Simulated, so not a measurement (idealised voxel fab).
This is a process module. Its name is voxel tone inversion.
Cross-sectional view cut (width: 255 nm; square cell size: 5 nm).
In what follows, cross-sections appear as grids of square cells, described through bands that run from the top down, where every band is one or more rows of cells. This entry defines a band. It first specifies the height of the band's top and the height of its bottom in nm, and then specifies the band's materials from left to right, stating each material with its width in nm. The word "everywhere" identifies a single material that fills the band from edge to edge, while the word "air" identifies empty space. It should be noted that heights are counted from 0, beneath which the wafer as supplied is of one material throughout, and that the lowest band possesses no lower boundary but continues downward, as written in "z 0 and below". Graded width ("30->40"): value in top row of band = first number; value in bottom row = second number; row-to-row change constant. When a step is marked "left unchanged", none of the cells in the cross-section changed during that step. Enclosed internal cavities: empty space of 8 cells or more with no open way to the top, each as width x height at its distance from the left edge, in nm. Heads up: the bit after the settings on a step's line is the simulator's remark on that step. "overlay nm", when on a step's line for a step with a mask, measures how far to the right of its planned place the mask lay; a negative measure means to the left.
[So here's the lineup of process steps we planned]
step 1: RECEIVE with material Si
step 2: CONFORMAL_DEP with material SiCN, thk nm 5
step 3: DIRECTIONAL_DEP with material polySi, thk nm 15
step 4: PATTERN with tone cover, mask id POSTS, material resist, width nm 25, pitch nm 45, thk nm 20, overlay nm 0
step 5: DIRECTIONAL_ETCH with etch materials polySi, depth nm 15
step 6: STRIP with etch materials resist
step 7: FILL_DEP with material lowk, thk nm 5
step 8: CMP with height nm 20
step 9: STRIP with etch materials polySi
step 10: CONFORMAL_DEP with material TiN, thk nm 5
step 11: FILL_DEP with material Ru, thk nm 10
step 12: CMP with height nm 20
step 13: CONFORMAL_DEP with material SiCN, thk nm 5
[Of two wafers, the first: run according to plan]
[As-received state of the wafer in cross-section, equivalent to post-step 1]
  z 0 and below = Si everywhere
  Enclosed internal cavities: none
[After step 2, in cross-section]
  z 5 to 0 = SiCN everywhere
  No changes below 0.
[After step 3, in cross-section]
  z 20 to 5 = polySi everywhere
  No changes below 5.
[After step 4, in cross-section]
  z 40 to 20 = air=90 | resist=25 | air=20 | resist=25 | air=95
  No changes below 20.
[After step 5, in cross-section]
  z 40 to 20 = air=90 | resist=25 | air=20 | resist=25 | air=95
  z 20 to 5 = air=90 | polySi=25 | air=20 | polySi=25 | air=95
  No changes below 5.
[After step 6, in cross-section]
  z 20 to 5 = air=90 | polySi=25 | air=20 | polySi=25 | air=95
  No changes below 5.
[After step 7, in cross-section]
  z 25 to 20 = lowk everywhere
  z 20 to 5 = lowk=90 | polySi=25 | lowk=20 | polySi=25 | lowk=95
  No changes below 5.
[After step 8, in cross-section]
  z 20 to 5 = lowk=90 | polySi=25 | lowk=20 | polySi=25 | lowk=95
  No changes below 5.
[After step 9, in cross-section]
  z 20 to 5 = lowk=90 | air=25 | lowk=20 | air=25 | lowk=95
  No changes below 5.
[After step 10, in cross-section]
  z 25 to 20 = TiN=95 | air=15 | TiN=30 | air=15 | TiN=100
  z 20 to 10 = lowk=90 | TiN=5 | air=15 | TiN=5 | lowk=20 | TiN=5 | air=15 | TiN=5 | lowk=95
  z 10 to 5 = lowk=90 | TiN=25 | lowk=20 | TiN=25 | lowk=95
  No changes below 5.
[After step 11, in cross-section]
  z 35 to 25 = Ru everywhere
  z 25 to 20 = TiN=95 | Ru=15 | TiN=30 | Ru=15 | TiN=100
  z 20 to 10 = lowk=90 | TiN=5 | Ru=15 | TiN=5 | lowk=20 | TiN=5 | Ru=15 | TiN=5 | lowk=95
  No changes below 10.
[After step 12, in cross-section]
  z 20 to 10 = lowk=90 | TiN=5 | Ru=15 | TiN=5 | lowk=20 | TiN=5 | Ru=15 | TiN=5 | lowk=95
  No changes below 10.
[After step 13, in cross-section]
  z 25 to 20 = SiCN everywhere
  No changes below 20.
[The second wafer: identical to the first at the outset and in its planned sequence, differing only in that one mistake was made during processing; up to and including step 1, its path is the first wafer's path]
Cross-sectional representation of the second wafer at the time designated in the plan for the completion of step 2: left unchanged
[Cross-sectional representation of the second wafer at the time designated in the plan for the completion of step 3]
  z 15 to 0 = polySi everywhere
  No changes below 0.
[Cross-sectional representation of the second wafer at the time designated in the plan for the completion of step 4]
  z 35 to 15 = air=90 | resist=25 | air=20 | resist=25 | air=95
  No changes below 15.
[Cross-sectional representation of the second wafer at the time designated in the plan for the completion of step 5]
  z 35 to 15 = air=90 | resist=25 | air=20 | resist=25 | air=95
  z 15 to 0 = air=90 | polySi=25 | air=20 | polySi=25 | air=95
  No changes below 0.
[Cross-sectional representation of the second wafer at the time designated in the plan for the completion of step 6]
  z 15 to 0 = air=90 | polySi=25 | air=20 | polySi=25 | air=95
  No changes below 0.
[Cross-sectional representation of the second wafer at the time designated in the plan for the completion of step 7]
  z 20 to 15 = lowk everywhere
  z 15 to 0 = lowk=90 | polySi=25 | lowk=20 | polySi=25 | lowk=95
  No changes below 0.
Cross-sectional representation of the second wafer at the time designated in the plan for the completion of step 8: left unchanged
Cross-sectional representation of the second wafer at the time designated in the plan for the completion of step 9: left unchanged
[Cross-sectional representation of the second wafer at the time designated in the plan for the completion of step 10]
  z 25 to 20 = TiN everywhere
  No changes below 20.
[Cross-sectional representation of the second wafer at the time designated in the plan for the completion of step 11]
  z 35 to 25 = Ru everywhere
  No changes below 25.
[Cross-sectional representation of the second wafer at the time designated in the plan for the completion of step 12]
  z 20 to 15 = lowk everywhere
  No changes below 15.
[Cross-sectional representation of the second wafer at the time designated in the plan for the completion of step 13]
  z 25 to 20 = SiCN everywhere
  No changes below 20.
What was the processing mistake? not run: step 2 of the plan (skipped)
Materials where the second wafer ends with more or fewer cells than the first: Ru -12 | SiCN -51 | TiN -18 | lowk +51 | polySi +30
